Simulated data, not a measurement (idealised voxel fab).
process module | voxel tone inversion
cross-section cut | 245 nm wide | cells 5 nm
A cross-section is a grid of square cells, given in bands from the top down. A band is one or more rows of cells.
Each band's line starts with the height of the band's top and of its bottom, in nm. Then come its materials from left to right, each with its width in nm. One material with "throughout" fills the band from edge to edge. "air" is empty space.
Height 0 is the level under which the wafer as received is all one material. The lowest band goes on downwards, as in "0 down".
A width such as "30 to 40" changes by the same amount from each row of cells to the next, from the band's top row to its bottom row.
"no change" after a step means that no cell of the cross-section changed.
closed voids: empty space of 8 cells or more with no open way to the top, each as width x height at its distance from the left edge, in nm
after a step's settings: what the simulator itself notes on the step
overlay nm, on a step with a mask: how far to the right of its planned place the mask lay; to the left if negative
plan
1 op RECEIVE | material Si
2 op CONFORMAL_DEP | material SiN | thk nm 5
3 op DIRECTIONAL_DEP | material polySi | thk nm 15
4 op PATTERN | tone cover | mask id POSTS | material resist | width nm 20 | pitch nm 40 | thk nm 20 | overlay nm 0
5 op DIRECTIONAL_ETCH | etch materials polySi | depth nm 15
6 op STRIP | etch materials resist
7 op FILL_DEP | material SiO2 | thk nm 5
8 op CMP | height nm 20
9 op STRIP | etch materials polySi
as received, after step 1
  0 down: Si throughout
  closed voids: none
a wafer at the end: this start, this plan, one mistake
  20 to 5: SiO2 throughout
  5 to 0: SiN throughout
  0 down: Si throughout
  closed voids: none
what went wrong: step 3 ran as: op DIRECTIONAL_DEP | material SiO2 | thk nm 15
